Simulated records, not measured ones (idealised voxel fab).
voxel spacer lines: a process module
Section shown: cut. Width: 260 nm. Cell size: 5 nm, square.
Cross-section, as written here: a square-cell grid given band by band from the top down, where a band holds one or more rows of cells. Quick guide to a band line: top height, bottom height (nm) up front; then every material left to right with its width in nm. Only one material and it's marked "throughout"? Then it fills the band edge to edge. And "air" just means empty space. Convention: height 0 is the level below which the wafer, as received, is all one material. The lowest band does not terminate at the bottom but continues downward, represented as "from 0 down". Quick explanation for "30->40": the width changes in equal steps down the rows of cells, from the first number in the band's top row to the second number in its bottom row. Where a step carries "everything unchanged", the cross-section came out of it unchanged, cell for cell. For the entry "Closed internal voids", the listed items are empty spaces with no open way to the top whose size is 8 cells or more; each item follows the pattern width x height at distance, where distance is from the left edge and all three are in nm. It should be noted that, on the line of a given step, the content following the step's settings is a remark produced by the simulator itself with respect to that step. When a step includes a mask, the "overlay nm" setting on its line states how far to the right of its planned place that mask lay, and negative values state how far to the left.
THE PROCESS STEPS THAT WERE PLANNED ARE LISTED BELOW
- 1: RECEIVE | material Si
- 2: CONFORMAL_DEP | material Al2O3 | thk nm 10
- 3: DIRECTIONAL_DEP | material W | thk nm 10
- 4: DIRECTIONAL_DEP | material aC | thk nm 30
- 5: PATTERN | tone cover | mask id MANDREL | material resist | width nm 20 | pitch nm 60 | thk nm 40 | overlay nm 0
- 6: DIRECTIONAL_ETCH | etch materials aC | depth nm 30
- 7: STRIP | etch materials resist
- 8: CONFORMAL_DEP | material SiO2 | thk nm 10
- 9: DIRECTIONAL_ETCH | etch materials SiO2 | depth nm 10
- 10: STRIP | etch materials aC
- 11: DIRECTIONAL_ETCH | etch materials W | depth nm 10
- 12: STRIP | etch materials SiO2
- 13: FILL_DEP | material lowk | thk nm 5
- 14: CMP | height nm 20
AS RECEIVED, AFTER STEP 1
	from 0 down  Si throughout
	Closed internal voids: none
RUN AS PLANNED - FIRST OF THE TWO WAFERS CROSS-SECTIONED AT THE END OF THE MODULE
	from 20 to 10  50 lowk  10 W  20 lowk  10 W  20 lowk  10 W  20 lowk  10 W  20 lowk  10 W  20 lowk  10 W  50 lowk
	from 10 to 0  Al2O3 throughout
	from 0 down  Si throughout
	Closed internal voids: none
THIS CROSS-SECTION BELONGS TO THE SECOND WAFER OF TWO AT THE END OF THE MODULE; THE START AND THE PLAN WERE SHARED WITH THE FIRST, AND THE RUN INCLUDED ONE MISTAKE
	from 20 to 10  45 lowk  10 W  30 lowk  10 W  10 lowk  10 W  30 lowk  10 W  10 lowk  10 W  30 lowk  10 W  45 lowk
	from 10 to 0  Al2O3 throughout
	from 0 down  Si throughout
	Closed internal voids: none
What was the processing mistake? step 5 did not use the planned setting and instead ran as PATTERN | tone cover | mask id MANDREL | material resist | width nm 30 | pitch nm 60 | thk nm 40 | overlay nm 0
Final wafers compared: equal cell tally per material, rearranged layout.
